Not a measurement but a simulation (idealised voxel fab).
You're looking at the process module voxel released beams.
Shown is cross-section cut, with a width of 140 nm and square cells of size 5 nm.
For the purposes of this document, a cross-section shall be understood as a grid of square cells, specified as bands listed in top-to-bottom order, each band consisting of one or more rows of cells.
Heights first: top, then bottom, in nm. Then materials, left to right, each with a width in nm. "everywhere" on a single material: fills the band edge to edge. "blank": empty space.
Below 0: as-received wafer, all one material; heights counted from there. Lowest band: no bottom, goes on down, written "0 -> down".
The notation "30->40" denotes a width that varies across the rows of cells in the band, beginning at the first number in the top row, finishing at the second number in the bottom row, and changing by an identical amount from each row to the next.
Step note "remains unaltered" = no cross-section cell changed.
"Closed void entries" specifies each empty space that is not open to the top and that occupies no fewer than 8 cells, using the form width x height at distance, the distance measured from the left edge and all three quantities in nm.
Note: text after step settings on the step line = simulator remark on that step.
Steps that use a mask can have "overlay nm" on their line. It says how far the mask sat to the right of where it was meant to be. Negative means to the left.
-- Below is the list of planned process steps
1 RECEIVE [material Si]
2 CONFORMAL_DEP [material SiN] [thk nm 5]
3 DIRECTIONAL_DEP [material SiO2] [thk nm 10]
4 DIRECTIONAL_DEP [material aC] [thk nm 15]
5 PATTERN [tone open] [mask id ANCHOR] [material resist] [width nm 25] [thk nm 30] [overlay nm 0]
6 DIRECTIONAL_ETCH [etch materials aC] [depth nm 15]
7 STRIP [etch materials resist]
8 DIRECTIONAL_ETCH [etch materials SiO2] [depth nm 10]
9 STRIP [etch materials aC]
10 CONFORMAL_DEP [material W] [thk nm 10]
11 MASKED_ETCH [tone cover] [mask id BEAM] [width nm 70] [etch materials W] [depth nm 10] [overlay nm 0]
12 STRIP [etch materials SiO2]
-- First of two wafers: run as planned
-- as received, after step 1
	0 -> down = Si everywhere
	Closed void entries: none
-- How the wafer stands in section after step 2
	5 -> 0 = SiN everywhere
	Below 0, no change.
-- How the wafer stands in section after step 3
	15 -> 5 = SiO2 everywhere
	Below 5, no change.
-- How the wafer stands in section after step 4
	30 -> 15 = aC everywhere
	Below 15, no change.
-- How the wafer stands in section after step 5
	60 -> 30 = 35 of resist | 25 of blank | 80 of resist
	Below 30, no change.
-- How the wafer stands in section after step 6
	45 -> 30 = 35 of resist | 25 of blank | 80 of resist
	30 -> 15 = 35 of aC | 25 of blank | 80 of aC
	Below 15, no change.
-- How the wafer stands in section after step 7
	30 -> 15 = 35 of aC | 25 of blank | 80 of aC
	Below 15, no change.
-- How the wafer stands in section after step 8
	30 -> 15 = 35 of aC | 25 of blank | 80 of aC
	15 -> 5 = 35 of SiO2 | 25 of blank | 80 of SiO2
	Below 5, no change.
-- How the wafer stands in section after step 9
	15 -> 5 = 35 of SiO2 | 25 of blank | 80 of SiO2
	Below 5, no change.
-- How the wafer stands in section after step 10
	25 -> 15 = 45 of W | 5 of blank | 90 of W
	15 -> 5 = 35 of SiO2 | 25 of W | 80 of SiO2
	Below 5, no change.
-- How the wafer stands in section after step 11
	25 -> 15 = 30 of blank | 15 of W | 5 of blank | 50 of W | 40 of blank
	Below 15, no change.
-- How the wafer stands in section after step 12
	25 -> 15 = 30 of blank | 15 of W | 5 of blank | 50 of W | 40 of blank
	15 -> 5 = 35 of blank | 25 of W | 80 of blank
	Below 5, no change.
-- Wafer two of two - same starting point, same process plan, one mistake in execution; matches wafer one up to and including step 2
-- Planned end of step 3: second wafer, cross-section
	10 -> 5 = SiO2 everywhere
	Below 5, no change.
-- Planned end of step 4: second wafer, cross-section
	25 -> 10 = aC everywhere
	Below 10, no change.
-- Planned end of step 5: second wafer, cross-section
	55 -> 25 = 35 of resist | 25 of blank | 80 of resist
	Below 25, no change.
-- Planned end of step 6: second wafer, cross-section
	40 -> 25 = 35 of resist | 25 of blank | 80 of resist
	25 -> 10 = 35 of aC | 25 of blank | 80 of aC
	Below 10, no change.
-- Planned end of step 7: second wafer, cross-section
	25 -> 10 = 35 of aC | 25 of blank | 80 of aC
	Below 10, no change.
-- Planned end of step 8: second wafer, cross-section
	25 -> 10 = 35 of aC | 25 of blank | 80 of aC
	10 -> 5 = 35 of SiO2 | 25 of blank | 80 of SiO2
	Below 5, no change.
-- Planned end of step 9: second wafer, cross-section
	10 -> 5 = 35 of SiO2 | 25 of blank | 80 of SiO2
	Below 5, no change.
-- Planned end of step 10: second wafer, cross-section
	20 -> 15 = 45 of W | 5 of blank | 90 of W
	15 -> 10 = W everywhere
	10 -> 5 = 35 of SiO2 | 25 of W | 80 of SiO2
	Below 5, no change.
-- Planned end of step 11: second wafer, cross-section
	20 -> 15 = 30 of blank | 15 of W | 5 of blank | 50 of W | 40 of blank
	15 -> 10 = 30 of blank | 70 of W | 40 of blank
	Below 10, no change.
-- Planned end of step 12: second wafer, cross-section
	20 -> 15 = 30 of blank | 15 of W | 5 of blank | 50 of W | 40 of blank
	15 -> 5 = 30->35 of blank | 70->25 of W | 40->80 of blank
	Below 5, no change.
So what did we get wrong on this run? step 3 ran differently from the plan; actual operation with settings: DIRECTIONAL_DEP [material SiO2] [thk nm 5]
Cell-count delta at end, second wafer over first, by material: W: 4 fewer
